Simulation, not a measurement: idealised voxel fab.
Name of the process module below: voxel self aligned vias
Each square cell in cross-section cut measures 5 nm, and the section as a whole is 235 nm wide.
In this document a cross-section is written as a grid of square cells. It is given as a series of bands, listed from the top down, and a band is one or more rows of cells. For a band, the entry starts with two heights in nm, that of the top and then that of the bottom, and carries on with the band's materials in order from left to right, each alongside its width in nm; the word "full width" beside a single material means it fills the band edge to edge, and "air" means empty space. It should be noted that heights are counted from 0, beneath which the wafer as supplied is of one material throughout, and that the lowest band possesses no lower boundary but continues downward, as written in "from 0 down". Note: "30 to 40" means the width goes from the first number (top row of the band) to the second number (bottom row) in equal steps per row of cells. Given "no alteration" for a step, no cell of the cross-section differs between before and after that step. "Enclosed internal cavities" - sealed voids, min. 8 cells, no opening to top; format: width x height at distance (distance from left edge; nm throughout). Note: text after step settings on the step line = simulator remark on that step. The line of a step may include "overlay nm". On a step with a mask, this value is how far to the right of its planned place the mask lay. A negative value means the mask lay to the left.
This section lists the process steps that were planned:
1: RECEIVE with material Si
2: CONFORMAL_DEP with material SiO2, thk nm 10
3: CONFORMAL_DEP with material SiCN, thk nm 5
4: DIRECTIONAL_DEP with material lowk, thk nm 30
5: DIRECTIONAL_DEP with material aC, thk nm 10
6: PATTERN with tone open, mask id LINES, material resist, width nm 20, pitch nm 45, thk nm 25, overlay nm 0
7: DIRECTIONAL_ETCH with etch materials aC, depth nm 10
8: STRIP with etch materials resist
9: DIRECTIONAL_ETCH with etch materials lowk, depth nm 30
10: STRIP with etch materials aC
11: CONFORMAL_DEP with material TiN, thk nm 5
12: FILL_DEP with material W, thk nm 5
13: CMP with height nm 45
14: SELECTIVE_ETCH with etch materials W Ru TiN, depth nm 10
15: FILL_DEP with material SiN, thk nm 10
16: CMP with height nm 45
17: DIRECTIONAL_DEP with material lowk, thk nm 20
18: MASKED_ETCH with tone open, mask id VIAS, width nm 30, etch materials lowk, depth nm 20, overlay nm 0
19: MASKED_ETCH with tone open, mask id VIAS, width nm 30, etch materials SiN, depth nm 10, overlay nm 0
20: CONFORMAL_DEP with material TiN, thk nm 5
21: FILL_DEP with material Cu, thk nm 5
22: CMP with height nm 65
23: CONFORMAL_DEP with material SiCN, thk nm 5
Delivered wafer in cross-section: state after step 1:
  from 0 down | Si full width
  Enclosed internal cavities: none
Post-module cross-section of the first of two wafers (run per plan):
  from 70 to 65 | SiCN full width
  from 65 to 50 | 80 lowk; 5 TiN; 20 Cu; 5 TiN; 125 lowk
  from 50 to 45 | 80 lowk; 10 TiN; 10 Cu; 10 TiN; 125 lowk
  from 45 to 40 | 85 lowk; 5 TiN; 10 Cu; 5 TiN; 25 lowk; 20 SiN; 85 lowk
  from 40 to 35 | 85 lowk; 20 TiN; 25 lowk; 20 SiN; 85 lowk
  from 35 to 20 | 85 lowk; 5 TiN; 10 W; 5 TiN; 25 lowk; 5 TiN; 10 W; 5 TiN; 85 lowk
  from 20 to 15 | 85 lowk; 20 TiN; 25 lowk; 20 TiN; 85 lowk
  from 15 to 10 | SiCN full width
  from 10 to 0 | SiO2 full width
  from 0 down | Si full width
  Enclosed internal cavities: none
Wafer two, end of module, cross-section. Same start, same plan as wafer one. One mistake in the run:
  from 70 to 65 | SiCN full width
  from 65 to 45 | 80 lowk; 5 TiN; 20 Cu; 5 TiN; 125 lowk
  from 45 to 40 | 80 SiN; 10 TiN; 10 Cu; 10 TiN; 125 SiN
  from 40 to 35 | 85 lowk; 20 TiN; 25 lowk; 20 SiN; 85 lowk
  from 35 to 15 | 85 lowk; 5 TiN; 10 W; 5 TiN; 25 lowk; 5 TiN; 10 W; 5 TiN; 85 lowk
  from 15 to 10 | 85 lowk; 20 TiN; 25 lowk; 20 TiN; 85 lowk
  from 10 to 0 | SiO2 full width
  from 0 down | Si full width
  Enclosed internal cavities: none
In executing the process, a mistake was made relative to the plan: it should be noted that step 3 of the plan was omitted and was not performed
Final comparison by cell count, materials where the second wafer has more or fewer than the first: Cu: 2 more; SiCN: 47 fewer; SiN: 37 more; TiN: 4 more; W: 4 more
